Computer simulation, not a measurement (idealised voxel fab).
You're looking at the process module voxel transistor to metal.
Square cells of 5 nm make up the cross-section cut, whose width is 150 nm.
Each cross-section below is a grid of square cells, stated as bands in top-down order, with one or more rows of cells making up each band.
First you get the band's top height and its bottom height, in nm, and then the materials it's made of, left to right, with each width in nm. If you see a single material with "all across", that one covers the band edge to edge. "blank" is empty space.
The level at which height equals 0 is the one under which the wafer, as it arrives, is entirely one material. No lower edge exists for the bottom band, which continues downward and is notated as in "0..down".
Width: "30..40" (first number = top row, second number = bottom row, same change from row to row of cells).
Where a step carries "no alteration", the cross-section came out of it unchanged, cell for cell.
"Enclosed internal voids": sealed empty spaces, 8 cells or more, no open way to top, listed width x height at distance, with distance from the left edge and width, height and distance in nm.
Where a step's line continues beyond its settings, the continuation is a remark by the simulator itself on that step.
A step's line can hold "overlay nm"; with a mask on that step, the setting says how far right of the planned place the mask lay, while a negative setting says it lay to the left.
## Planned process steps
| 1 | RECEIVE with material Si |
| 2 | CONFORMAL_DEP with material SiO2, thk nm 5 |
| 3 | CONFORMAL_DEP with material SiN, thk nm 15 |
| 4 | DIRECTIONAL_DEP with material aC, thk nm 15 |
| 5 | PATTERN with tone cover, mask id ACTIVE, material resist, width nm 95, thk nm 30, overlay nm 0 |
| 6 | DIRECTIONAL_ETCH with etch materials aC, depth nm 15 |
| 7 | STRIP with etch materials resist |
| 8 | DIRECTIONAL_ETCH with etch materials SiN, depth nm 15 |
| 9 | DIRECTIONAL_ETCH with etch materials SiO2, depth nm 5 |
| 10 | DIRECTIONAL_ETCH with etch materials Si, depth nm 30 |
| 11 | STRIP with etch materials aC |
| 12 | FILL_DEP with material SiO2, thk nm 10 |
| 13 | CMP with height nm 20 |
| 14 | SELECTIVE_ETCH with etch materials SiO2, depth nm 10 |
| 15 | STRIP with etch materials SiN |
| 16 | SELECTIVE_ETCH with etch materials SiO2, depth nm 5 |
| 17 | OXIDIZE with depth nm 5 |
| 18 | DIRECTIONAL_DEP with material polySi, thk nm 25 |
| 19 | DIRECTIONAL_DEP with material SiCN, thk nm 15 |
| 20 | PATTERN with tone cover, mask id GATE, material resist, width nm 15, thk nm 15, overlay nm 0 |
| 21 | DIRECTIONAL_ETCH with etch materials SiCN, depth nm 25 |
| 22 | DIRECTIONAL_ETCH with etch materials polySi, depth nm 35 |
| 23 | STRIP with etch materials resist |
| 24 | CONFORMAL_DEP with material SiN, thk nm 10 |
| 25 | DIRECTIONAL_ETCH with etch materials SiN, depth nm 10 |
| 26 | DIRECTIONAL_ETCH with etch materials SiO2, depth nm 5 |
| 27 | EPI with material SiGe, thk nm 5 |
| 28 | FILL_DEP with material SiO2, thk nm 10 |
| 29 | CMP with height nm 40 |
| 30 | DIRECTIONAL_DEP with material SiO2, thk nm 15 |
| 31 | MASKED_ETCH with tone open, mask id CONTACT, width nm 20, pitch nm 65, etch materials SiO2, depth nm 55, overlay nm 0 |
| 32 | CONFORMAL_DEP with material TiN, thk nm 5 |
| 33 | FILL_DEP with material W, thk nm 10 |
| 34 | CMP with height nm 55 |
| 35 | CONFORMAL_DEP with material SiCN, thk nm 5 |
| 36 | DIRECTIONAL_DEP with material SiO2, thk nm 25 |
| 37 | DIRECTIONAL_DEP with material aC, thk nm 10 |
| 38 | PATTERN with tone open, mask id METAL_1, material resist, width nm 20, pitch nm 65, thk nm 25, overlay nm 0 |
| 39 | DIRECTIONAL_ETCH with etch materials aC, depth nm 10 |
| 40 | STRIP with etch materials resist |
| 41 | DIRECTIONAL_ETCH with etch materials SiO2, depth nm 25 |
| 42 | DIRECTIONAL_ETCH with etch materials SiCN, depth nm 5 |
| 43 | STRIP with etch materials aC |
| 44 | CONFORMAL_DEP with material TiN, thk nm 5 |
| 45 | FILL_DEP with material Cu, thk nm 10 |
| 46 | CMP with height nm 85 |
| 47 | EPI with material Ru, thk nm 5 |
| 48 | FILL_DEP with material SiCN, thk nm 5 |
| 49 | DIRECTIONAL_DEP with material SiO2, thk nm 25 |
| 50 | PATTERN with tone open, mask id METAL_2, material resist, width nm 20, pitch nm 65, thk nm 20, overlay nm 0 |
| 51 | DIRECTIONAL_ETCH with etch materials SiO2, depth nm 15 |
| 52 | STRIP with etch materials resist |
| 53 | DIRECTIONAL_DEP with material aC, thk nm 10 |
| 54 | PATTERN with tone open, mask id METAL_2_HOLES, material resist, width nm 15, pitch nm 65, thk nm 30, overlay nm 0 |
| 55 | DIRECTIONAL_ETCH with etch materials aC, depth nm 10 |
| 56 | STRIP with etch materials resist |
| 57 | DIRECTIONAL_ETCH with etch materials SiO2, depth nm 10 |
| 58 | DIRECTIONAL_ETCH with etch materials SiCN, depth nm 5 |
| 59 | STRIP with etch materials aC |
| 60 | CONFORMAL_DEP with material TiN, thk nm 5 |
| 61 | FILL_DEP with material Cu, thk nm 5 |
| 62 | CMP with height nm 120 |
| 63 | CONFORMAL_DEP with material SiN, thk nm 5 |
## Cross-section of the incoming wafer, state after step 1
> 0..down = Si all across
> Enclosed internal voids: none
## Final cross-section, module run with one mistake (start and plan as above)
> 125..120 = SiN all across
> 120..115 = Cu: 20, then TiN: 15, then Cu: 10, then TiN: 15, then Cu: 25, then TiN: 15, then Cu: 10, then TiN: 15, then Cu: 25
> 115..110 = TiN: 25, then SiO2: 5, then TiN: 5, then Cu: 10, then TiN: 5, then SiO2: 5, then TiN: 35, then SiO2: 5, then TiN: 5, then Cu: 10, then TiN: 5, then SiO2: 5, then TiN: 30
> 110..100 = SiO2: 30, then TiN: 5, then Cu: 10..5, then TiN: 5..10, then SiO2: 45, then TiN: 5, then Cu: 10..5, then TiN: 5..10, then SiO2: 35
> 100..95 = SiO2: 30, then TiN: 5, then Cu: 5, then TiN: 5, then SiO2: 50, then TiN: 5, then Cu: 5, then TiN: 5, then SiO2: 40
> 95..90 = SiO2: 30, then TiN: 15, then SiO2: 50, then TiN: 15, then SiO2: 40
> 90..85 = SiO2: 25, then Ru: 30, then SiO2: 35, then Ru: 30, then SiO2: 30
> 85..60 = SiO2: 30, then TiN: 5, then Cu: 10, then TiN: 5, then SiO2: 45, then TiN: 5, then Cu: 10, then TiN: 5, then SiO2: 35
> 60..55 = SiCN: 30, then TiN: 20, then SiCN: 45, then TiN: 20, then SiCN: 35
> 55..40 = SiO2: 30, then TiN: 5, then W: 10, then TiN: 5, then SiO2: 45, then TiN: 5, then W: 10, then TiN: 5, then SiO2: 35
> 40..25 = SiO2: 30, then TiN: 5, then W: 10, then TiN: 5, then SiO2: 5, then SiN: 10, then SiCN: 15, then SiN: 10, then SiO2: 5, then TiN: 5, then W: 10, then TiN: 5, then SiO2: 35
> 25..5 = SiO2: 30, then TiN: 5, then W: 10, then TiN: 5, then SiO2: 5, then SiN: 10, then polySi: 15, then SiN: 10, then SiO2: 5, then TiN: 5, then W: 10, then TiN: 5, then SiO2: 35
> 5..0 = SiO2: 20, then SiN: 10, then TiN: 20, then SiO2: 5, then SiN: 10, then polySi: 15, then SiN: 10, then SiO2: 5, then TiN: 20, then SiN: 10, then SiO2: 25
> 0..-5 = SiO2: 30, then SiGe: 25, then SiO2: 35, then SiGe: 25, then SiO2: 35
> -5..-30 = SiO2: 25, then Si: 95, then SiO2: 30
> -30..down = Si all across
> Enclosed internal voids: none
What was the processing mistake? step 48 of the plan was omitted and not executed
